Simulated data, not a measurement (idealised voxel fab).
The process module that follows is named voxel ribs on slabs.
The figure presents cross-section cut, which has a width of 205 nm and is divided into square cells with an edge length of 5 nm.
Cross-section format: a grid of square cells, given as bands from top to bottom; each band is one or more rows of cells.
Band: top and bottom heights (nm) first, top before bottom; then materials from left to right, widths in nm. "all across" marks a sole material filling the band edge to edge. "air" denotes empty space.
Heights from 0 (as-received wafer is one material below). Bottom band endless downward, as "top 0, no bottom".
A two-number width, for instance "30->40", indicates that the width is equal to the first number in the top row of the band and to the second number in the bottom row, and that it changes by a constant amount per row of cells.
"nothing altered" means the step left every cell of the cross-section as it was.
Enclosed voids (no open way to top), threshold 8 cells or more, entry "Closed void listing", notation width x height at distance, distance from left edge, nm.
That trailing text on a step's line, after the settings, is the simulator's own remark on the step.
A step's line can hold "overlay nm"; with a mask on that step, the setting says how far right of the planned place the mask lay, while a negative setting says it lay to the left.

[Steps planned for the process]
1 RECEIVE | material Si
2 DIRECTIONAL_DEP | material SiO2 | thk nm 25
3 DIRECTIONAL_DEP | material polySi | thk nm 15
4 DIRECTIONAL_DEP | material aC | thk nm 15
5 PATTERN | tone cover | mask id RIB | material resist | width nm 25 | thk nm 35 | overlay nm 0
6 DIRECTIONAL_ETCH | etch materials aC | depth nm 15
7 STRIP | etch materials resist
8 DIRECTIONAL_ETCH | etch materials polySi | depth nm 5
9 STRIP | etch materials aC
10 DIRECTIONAL_DEP | material aC | thk nm 15
11 PATTERN | tone cover | mask id SLAB | material resist | width nm 85 | thk nm 30 | overlay nm 0
12 DIRECTIONAL_ETCH | etch materials aC | depth nm 15
13 STRIP | etch materials resist
14 DIRECTIONAL_ETCH | etch materials polySi | depth nm 10
15 STRIP | etch materials aC
16 FILL_DEP | material SiO2 | thk nm 15
17 CMP | height nm 50
18 DIRECTIONAL_DEP | material TiN | thk nm 10
19 DIRECTIONAL_DEP | material aC | thk nm 15
20 PATTERN | tone cover | mask id HEATER | material resist | width nm 35 | thk nm 35 | overlay nm 0
21 DIRECTIONAL_ETCH | etch materials aC | depth nm 15
22 STRIP | etch materials resist
23 DIRECTIONAL_ETCH | etch materials TiN | depth nm 10
24 STRIP | etch materials aC
25 CONFORMAL_DEP | material SiN | thk nm 10

[Of two wafers, the first: run according to plan]

[Cross-section of the wafer as it came to us, i.e., already through step 1]
> top 0, no bottom | Si all across
> Closed void listing: none

[Cross-section through the wafer, step 2 finished]
> top 25, bottom 0 | SiO2 all across
> Under 0: no change, same as before.

[Cross-section through the wafer, step 3 finished]
> top 40, bottom 25 | polySi all across
> Under 25: no change, same as before.

[Cross-section through the wafer, step 4 finished]
> top 55, bottom 40 | aC all across
> Under 40: no change, same as before.

[Cross-section through the wafer, step 5 finished]
> top 90, bottom 55 | 90 nm air | 25 nm resist | 90 nm air
> Under 55: no change, same as before.

[Cross-section through the wafer, step 6 finished]
> top 75, bottom 55 | 90 nm air | 25 nm resist | 90 nm air
> top 55, bottom 40 | 90 nm air | 25 nm aC | 90 nm air
> Under 40: no change, same as before.

[Cross-section through the wafer, step 7 finished]
> top 55, bottom 40 | 90 nm air | 25 nm aC | 90 nm air
> Under 40: no change, same as before.

[Cross-section through the wafer, step 8 finished]
> top 55, bottom 40 | 90 nm air | 25 nm aC | 90 nm air
> top 40, bottom 35 | 90 nm air | 25 nm polySi | 90 nm air
> Under 35: no change, same as before.

[Cross-section through the wafer, step 9 finished]
> top 40, bottom 35 | 90 nm air | 25 nm polySi | 90 nm air
> Under 35: no change, same as before.

[Cross-section through the wafer, step 10 finished]
> top 55, bottom 50 | 90 nm air | 25 nm aC | 90 nm air
> top 50, bottom 40 | aC all across
> top 40, bottom 35 | 90 nm aC | 25 nm polySi | 90 nm aC
> Under 35: no change, same as before.

[Cross-section through the wafer, step 11 finished]
> top 85, bottom 55 | 60 nm air | 85 nm resist | 60 nm air
> top 55, bottom 50 | 60 nm air | 30 nm resist | 25 nm aC | 30 nm resist | 60 nm air
> Under 50: no change, same as before.

[Cross-section through the wafer, step 12 finished]
> top 70, bottom 55 | 60 nm air | 85 nm resist | 60 nm air
> top 55, bottom 50 | 60 nm air | 30 nm resist | 25 nm aC | 30 nm resist | 60 nm air
> top 50, bottom 40 | 60 nm air | 85 nm aC | 60 nm air
> top 40, bottom 35 | 60 nm air | 30 nm aC | 25 nm polySi | 30 nm aC | 60 nm air
> Under 35: no change, same as before.

[Cross-section through the wafer, step 13 finished]
> top 55, bottom 50 | 90 nm air | 25 nm aC | 90 nm air
> Under 50: no change, same as before.

[Cross-section through the wafer, step 14 finished]
> top 55, bottom 50 | 90 nm air | 25 nm aC | 90 nm air
> top 50, bottom 40 | 60 nm air | 85 nm aC | 60 nm air
> top 40, bottom 35 | 60 nm air | 30 nm aC | 25 nm polySi | 30 nm aC | 60 nm air
> top 35, bottom 25 | 60 nm air | 85 nm polySi | 60 nm air
> Under 25: no change, same as before.

[Cross-section through the wafer, step 15 finished]
> top 40, bottom 35 | 90 nm air | 25 nm polySi | 90 nm air
> Under 35: no change, same as before.

[Cross-section through the wafer, step 16 finished]
> top 55, bottom 40 | SiO2 all across
> top 40, bottom 35 | 90 nm SiO2 | 25 nm polySi | 90 nm SiO2
> top 35, bottom 25 | 60 nm SiO2 | 85 nm polySi | 60 nm SiO2
> Under 25: no change, same as before.

[Cross-section through the wafer, step 17 finished]
> top 50, bottom 40 | SiO2 all across
> Under 40: no change, same as before.

[Cross-section through the wafer, step 18 finished]
> top 60, bottom 50 | TiN all across
> Under 50: no change, same as before.

[Cross-section through the wafer, step 19 finished]
> top 75, bottom 60 | aC all across
> Under 60: no change, same as before.

[Cross-section through the wafer, step 20 finished]
> top 110, bottom 75 | 85 nm air | 35 nm resist | 85 nm air
> Under 75: no change, same as before.

[Cross-section through the wafer, step 21 finished]
> top 95, bottom 75 | 85 nm air | 35 nm resist | 85 nm air
> top 75, bottom 60 | 85 nm air | 35 nm aC | 85 nm air
> Under 60: no change, same as before.

[Cross-section through the wafer, step 22 finished]
> top 75, bottom 60 | 85 nm air | 35 nm aC | 85 nm air
> Under 60: no change, same as before.

[Cross-section through the wafer, step 23 finished]
> top 75, bottom 60 | 85 nm air | 35 nm aC | 85 nm air
> top 60, bottom 50 | 85 nm air | 35 nm TiN | 85 nm air
> Under 50: no change, same as before.

[Cross-section through the wafer, step 24 finished]
> top 60, bottom 50 | 85 nm air | 35 nm TiN | 85 nm air
> Under 50: no change, same as before.

[Cross-section through the wafer, step 25 finished]
> top 70, bottom 60 | 75 nm air | 55 nm SiN | 75 nm air
> top 60, bottom 50 | 85 nm SiN | 35 nm TiN | 85 nm SiN
> Under 50: no change, same as before.

[Okay, second wafer. Nothing different at the start, nothing different in the plan, just one mistake somewhere in the running. As far as step 19, counting that step, it's the first wafer all over again]

[Cross-section of the second wafer at the time by which step 20 should have been completed according to the plan]
> top 110, bottom 75 | 90 nm air | 25 nm resist | 90 nm air
> Under 75: no change, same as before.

[Cross-section of the second wafer at the time by which step 21 should have been completed according to the plan]
> top 95, bottom 75 | 90 nm air | 25 nm resist | 90 nm air
> top 75, bottom 60 | 90 nm air | 25 nm aC | 90 nm air
> Under 60: no change, same as before.

[Cross-section of the second wafer at the time by which step 22 should have been completed according to the plan]
> top 75, bottom 60 | 90 nm air | 25 nm aC | 90 nm air
> Under 60: no change, same as before.

[Cross-section of the second wafer at the time by which step 23 should have been completed according to the plan]
> top 75, bottom 60 | 90 nm air | 25 nm aC | 90 nm air
> top 60, bottom 50 | 90 nm air | 25 nm TiN | 90 nm air
> Under 50: no change, same as before.

[Cross-section of the second wafer at the time by which step 24 should have been completed according to the plan]
> top 60, bottom 50 | 90 nm air | 25 nm TiN | 90 nm air
> Under 50: no change, same as before.

[Cross-section of the second wafer at the time by which step 25 should have been completed according to the plan]
> top 70, bottom 60 | 80 nm air | 45 nm SiN | 80 nm air
> top 60, bottom 50 | 90 nm SiN | 25 nm TiN | 90 nm SiN
> Under 50: no change, same as before.
Plan not followed: step 20: run off-plan, actual operation and settings PATTERN | tone cover | mask id HEATER | material resist | width nm 25 | thk nm 35 | overlay nm 0
Final tally in cells, some materials are higher or lower on the second wafer than on the first: TiN: 4 fewer
